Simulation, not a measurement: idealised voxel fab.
Title: Process Module voxel tone inversion
For reference, the cross-section in this document is cut, with width 150 nm and square cells of 5 nm.
The cross-sections in this document take the form of a grid made of square cells. They are written out as bands, in order from top to bottom. Each band consists of one or more rows of cells.
Look at the band entry: it leads with the top's height and the bottom's height in nm. Then it lists the materials left to right, with a width in nm for each. The word "everywhere" on a single material says that material fills the band edge to edge. The word "air" is empty space.
Convention: height 0 is the level below which the wafer, as received, is all one material. The lowest band does not terminate at the bottom but continues downward, represented as "0..down".
The width entry "30->40" should be interpreted row by row: the top row of cells in the band takes the first number, the bottom row takes the second number, and the change between adjacent rows is uniform throughout.
Any step labelled "remained unchanged" changed none of the cells in the cross-section.
Enclosed voids (no open way to top), threshold 8 cells or more, entry "Voids, enclosed", notation width x height at distance, distance from left edge, nm.
Text after the settings on a step's line: the simulator's own remark on that step.
"overlay nm" answers the question of how far to the right of plan the mask lay on a step that has a mask, and when it is negative the answer is to the left.
Here's what the planned process steps look like:
1,RECEIVE [material Si]
2,CONFORMAL_DEP [material SiCN] [thk nm 5]
3,DIRECTIONAL_DEP [material polySi] [thk nm 20]
4,PATTERN [tone cover] [mask id POSTS] [material resist] [width nm 15] [pitch nm 30] [thk nm 25] [overlay nm 0]
5,DIRECTIONAL_ETCH [etch materials polySi] [depth nm 20]
6,STRIP [etch materials resist]
7,FILL_DEP [material lowk] [thk nm 10]
8,CMP [height nm 25]
9,STRIP [etch materials polySi]
10,CONFORMAL_DEP [material TiN] [thk nm 5]
11,FILL_DEP [material W] [thk nm 5]
12,CMP [height nm 25]
13,CONFORMAL_DEP [material SiCN] [thk nm 5]
Cross-section of the incoming wafer, state after step 1:
	0..down  Si everywhere
	Voids, enclosed: none
The first of two wafers, cross-sectioned at the end of the module, with the run proceeding as planned:
	30..25  SiCN everywhere
	25..10  lowk 50; TiN 5; W 5; TiN 5; lowk 15; TiN 5; W 5; TiN 5; lowk 55
	10..5  lowk 50; TiN 15; lowk 15; TiN 15; lowk 55
	5..0  SiCN everywhere
	0..down  Si everywhere
	Voids, enclosed: none
Now the second wafer, cross-sectioned at the end of the module. Nothing different at the start, nothing different in the plan compared with the first, just one mistake when it was actually run:
	25..20  SiCN everywhere
	20..10  lowk 50; TiN 5; W 5; TiN 5; lowk 15; TiN 5; W 5; TiN 5; lowk 55
	10..5  lowk 50; TiN 15; lowk 15; TiN 15; lowk 55
	5..0  SiCN everywhere
	0..down  Si everywhere
	Voids, enclosed: none
Want to know what went wrong? so step 12 ended up running with a different setting than we planned, it ran as CMP [height nm 20]
Materials where the second wafer ends with more or fewer cells than the first: 4 fewer of TiN, 2 fewer of W, 24 fewer of lowk
